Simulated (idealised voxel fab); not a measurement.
process module | voxel transistor to metal
cross-section cut | 160 nm wide | cells 5 nm
A cross-section is a grid of square cells, given in bands from the top down. A band is one or more rows of cells.
Each band's line starts with the height of the band's top and of its bottom, in nm. Then come its materials from left to right, each with its width in nm. One material with "throughout" fills the band from edge to edge. "air" is empty space.
Height 0 is the level under which the wafer as received is all one material. The lowest band goes on downwards, as in "0 down".
A width such as "30 to 40" changes by the same amount from each row of cells to the next, from the band's top row to its bottom row.
"no change" after a step means that no cell of the cross-section changed.
closed voids: empty space of 8 cells or more with no open way to the top, each as width x height at its distance from the left edge, in nm
after a step's settings: what the simulator itself notes on the step
overlay nm, on a step with a mask: how far to the right of its planned place the mask lay; to the left if negative
plan
1 op RECEIVE | material Si
2 op CONFORMAL_DEP | material SiO2 | thk nm 5
3 op CONFORMAL_DEP | material SiN | thk nm 10
4 op MASKED_ETCH | tone cover | mask id ACTIVE | width nm 100 | etch materials SiN | depth nm 10 | overlay nm 0
5 op MASKED_ETCH | tone cover | mask id ACTIVE | width nm 100 | etch materials SiO2 | depth nm 5 | overlay nm -15
6 op MASKED_ETCH | tone cover | mask id ACTIVE | width nm 100 | etch materials Si | depth nm 20 | overlay nm 0
7 op OXIDIZE | depth nm 5
8 op FILL_DEP | material SiO2 | thk nm 5
9 op CMP | height nm 15
10 op SELECTIVE_ETCH | etch materials SiO2 | depth nm 10
11 op STRIP | etch materials SiN
12 op SELECTIVE_ETCH | etch materials SiO2 | depth nm 5
13 op OXIDIZE | depth nm 5
14 op DIRECTIONAL_DEP | material polySi | thk nm 20
15 op DIRECTIONAL_DEP | material SiCN | thk nm 10
16 op DIRECTIONAL_DEP | material aC | thk nm 15
17 op PATTERN | tone cover | mask id GATE | material resist | width nm 30 | thk nm 30 | overlay nm 0
18 op DIRECTIONAL_ETCH | etch materials aC | depth nm 15
19 op STRIP | etch materials resist
20 op DIRECTIONAL_ETCH | etch materials SiCN | depth nm 20
21 op DIRECTIONAL_ETCH | etch materials polySi | depth nm 30
22 op STRIP | etch materials aC
23 op CONFORMAL_DEP | material SiO2 | thk nm 5
24 op DIRECTIONAL_ETCH | etch materials SiO2 | depth nm 5
25 op CONFORMAL_DEP | material SiN | thk nm 10
26 op DIRECTIONAL_ETCH | etch materials SiN | depth nm 10
27 op DIRECTIONAL_ETCH | etch materials SiO2 | depth nm 5
28 op DIRECTIONAL_ETCH | etch materials Si | depth nm 15
29 op EPI | material SiGe | thk nm 20
30 op FILL_DEP | material SiO2 | thk nm 5
31 op CMP | height nm 20
32 op STRIP | etch materials polySi
33 op SELECTIVE_ETCH | etch materials SiO2 | depth nm 5
34 op CONFORMAL_DEP | material HfO2 | thk nm 5
35 op CONFORMAL_DEP | material TiN | thk nm 5
36 op FILL_DEP | material W | thk nm 5
37 op CMP | height nm 15
38 op DIRECTIONAL_DEP | material SiO2 | thk nm 15
39 op MASKED_ETCH | tone open | mask id CONTACT | width nm 15 | pitch nm 75 | etch materials SiO2 | depth nm 15 | overlay nm 0
40 op CONFORMAL_DEP | material TiN | thk nm 5
41 op FILL_DEP | material Ru | thk nm 10
42 op CMP | height nm 30
43 op DIRECTIONAL_DEP | material TiN | thk nm 5
44 op DIRECTIONAL_DEP | material W | thk nm 15
45 op DIRECTIONAL_DEP | material aC | thk nm 15
46 op PATTERN | tone cover | mask id METAL_1 | material resist | width nm 15 | pitch nm 75 | thk nm 30 | overlay nm 0
47 op DIRECTIONAL_ETCH | etch materials aC | depth nm 15
48 op STRIP | etch materials resist
49 op DIRECTIONAL_ETCH | etch materials W | depth nm 15
50 op DIRECTIONAL_ETCH | etch materials TiN | depth nm 5
51 op STRIP | etch materials aC
52 op FILL_DEP | material lowk | thk nm 10
53 op CMP | height nm 50
54 op CONFORMAL_DEP | material SiN | thk nm 5
varied across the wafers: overlay nm of step 5. The plan shows the first wafer's value. All wafers start alike
first wafer as received, after step 1
  0 down: Si throughout
  closed voids: none
first wafer at the end, after step 54
  55 to 50: SiN throughout
  50 to 35: lowk 35 | W 15 | lowk 60 | W 15 | lowk 35
  35 to 30: lowk 35 | TiN 15 | lowk 60 | TiN 15 | lowk 35
  30 to 20: SiO2 35 | TiN 5 | Ru 5 | TiN 5 | SiO2 60 | TiN 5 | Ru 5 | TiN 5 | SiO2 35
  20 to 15: SiO2 35 | TiN 15 | SiO2 60 | TiN 15 | SiO2 35
  15 to 5: SiO2 30 | SiGe 20 | SiN 10 | HfO2 5 | TiN 5 | W 20 | TiN 5 | HfO2 5 | SiN 10 | SiGe 20 | SiO2 30
  5 to 0: SiO2 30 | SiGe 20 | SiN 10 | HfO2 5 | TiN 30 | HfO2 5 | SiN 10 | SiGe 20 | SiO2 30
  0 to -5: SiO2 15 | SiGe 35 | SiO2 10 | HfO2 40 | SiO2 10 | SiGe 20 | SiO2 30
  -5 to -20: SiO2 20 | SiGe 30 | Si 60 | SiGe 15 | SiO2 35
  -20 to -25: SiO2 20 | Si 105 | SiO2 35
  -25 down: Si throughout
  closed voids: none
last wafer at the end
  55 to 50: SiN throughout
  50 to 35: lowk 35 | W 15 | lowk 60 | W 15 | lowk 35
  35 to 30: lowk 35 | TiN 15 | lowk 60 | TiN 15 | lowk 35
  30 to 20: SiO2 35 | TiN 5 | Ru 5 | TiN 5 | SiO2 60 | TiN 5 | Ru 5 | TiN 5 | SiO2 35
  20 to 15: SiO2 35 | TiN 15 | SiO2 60 | TiN 15 | SiO2 35
  15 to 5: SiO2 30 | SiGe 20 | SiN 10 | HfO2 5 | TiN 5 | W 20 | TiN 5 | HfO2 5 | SiN 10 | SiGe 20 | SiO2 30
  5 to 0: SiO2 30 | SiGe 20 | SiN 10 | HfO2 5 | TiN 30 | HfO2 5 | SiN 10 | SiGe 20 | SiO2 30
  0 to -5: SiO2 30 | SiGe 20 | SiO2 10 | HfO2 40 | SiO2 10 | SiGe 35 | SiO2 15
  -5 to -20: SiO2 35 | SiGe 15 | Si 60 | SiGe 30 | SiO2 20
  -20 to -25: SiO2 35 | Si 105 | SiO2 20
  -25 down: Si throughout
  closed voids: none
each wafer at the end: cells of each material gained (+) or lost (-) since it was received, then its closed voids
overlay nm -15 | +14 HfO2 | +4 Ru | -103 Si | +62 SiGe | +44 SiN | +171 SiO2 | +30 TiN | +26 W | +104 lowk | closed voids: none
overlay nm -10 | +14 HfO2 | +4 Ru | -104 Si | +58 SiGe | +44 SiN | +176 SiO2 | +30 TiN | +26 W | +104 lowk | closed voids: none
overlay nm -5 | +14 HfO2 | +4 Ru | -105 Si | +54 SiGe | +44 SiN | +181 SiO2 | +30 TiN | +26 W | +104 lowk | closed voids: none
overlay nm 0 | +14 HfO2 | +4 Ru | -106 Si | +50 SiGe | +44 SiN | +186 SiO2 | +30 TiN | +26 W | +104 lowk | closed voids: none
overlay nm 5 | +14 HfO2 | +4 Ru | -105 Si | +54 SiGe | +44 SiN | +181 SiO2 | +30 TiN | +26 W | +104 lowk | closed voids: none
overlay nm 10 | +14 HfO2 | +4 Ru | -104 Si | +58 SiGe | +44 SiN | +176 SiO2 | +30 TiN | +26 W | +104 lowk | closed voids: none
overlay nm 15 | +14 HfO2 | +4 Ru | -103 Si | +62 SiGe | +44 SiN | +171 SiO2 | +30 TiN | +26 W | +104 lowk | closed voids: none
